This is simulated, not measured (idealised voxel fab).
The document below concerns the process module designated voxel ribs on slabs.
The cross-section on display is named cut; it measures 260 nm wide, and its cells are 5 nm squares.
Square cells in a grid make up a cross-section in this document, and the grid is given as bands, listed from the top down, each one or more rows of cells.
For a band, the entry starts with two heights in nm, that of the top and then that of the bottom, and carries on with the band's materials in order from left to right, each alongside its width in nm; the word "edge to edge" beside a single material means it fills the band edge to edge, and "empty" means empty space.
We count height from 0. Below that, the starting wafer is all one material. The lowest band never ends at the bottom but goes on down; see "0 and below" for how that is written.
The width entry "30->40" should be interpreted row by row: the top row of cells in the band takes the first number, the bottom row takes the second number, and the change between adjacent rows is uniform throughout.
"changes: none" (step): cross-section cells unchanged, all of them.
The list in "Fully sealed voids" covers empty spaces of 8 cells or more that cannot reach the top through any open way, and it gives each as width x height at distance; the distance is from the left edge, and width, height and distance are in nm.
If you see something after the settings on a step's line, that's the simulator's own remark about that step.
A step's line can hold "overlay nm"; with a mask on that step, the setting says how far right of the planned place the mask lay, while a negative setting says it lay to the left.
[So here's the lineup of process steps we planned]
1) RECEIVE | material Si
2) DIRECTIONAL_DEP | material SiO2 | thk nm 30
3) DIRECTIONAL_DEP | material SiN | thk nm 15
4) PATTERN | tone cover | mask id RIB | material resist | width nm 20 | thk nm 15 | overlay nm 0
5) DIRECTIONAL_ETCH | etch materials SiN | depth nm 10
6) STRIP | etch materials resist
7) PATTERN | tone cover | mask id SLAB | material resist | width nm 50 | thk nm 20 | overlay nm 0
8) DIRECTIONAL_ETCH | etch materials SiN | depth nm 5
9) STRIP | etch materials resist
10) FILL_DEP | material SiO2 | thk nm 20
11) CMP | height nm 60
12) DIRECTIONAL_DEP | material W | thk nm 5
13) PATTERN | tone cover | mask id HEATER | material resist | width nm 30 | thk nm 20 | overlay nm 0
14) DIRECTIONAL_ETCH | etch materials W | depth nm 5
15) STRIP | etch materials resist
16) CONFORMAL_DEP | material SiN | thk nm 10
[Received-state cross-section, reflecting completion of step 1]
  0 and below: Si edge to edge
  Fully sealed voids: none
[Wafer at module end, in section. Began as above, planned as above, run with one mistake]
  75 down to 70: empty 105 nm / SiN 50 nm / empty 105 nm
  70 down to 65: SiN edge to edge
  65 down to 60: SiN 115 nm / W 30 nm / SiN 115 nm
  60 down to 45: SiO2 edge to edge
  45 down to 35: SiO2 115 nm / SiN 30 nm / SiO2 115 nm
  35 down to 30: SiO2 105 nm / SiN 50 nm / SiO2 105 nm
  30 down to 0: SiO2 edge to edge
  0 and below: Si edge to edge
  Fully sealed voids: none
Processing error: step 4 deviated from plan and actually ran as PATTERN | tone cover | mask id RIB | material resist | width nm 30 | thk nm 15 | overlay nm 0
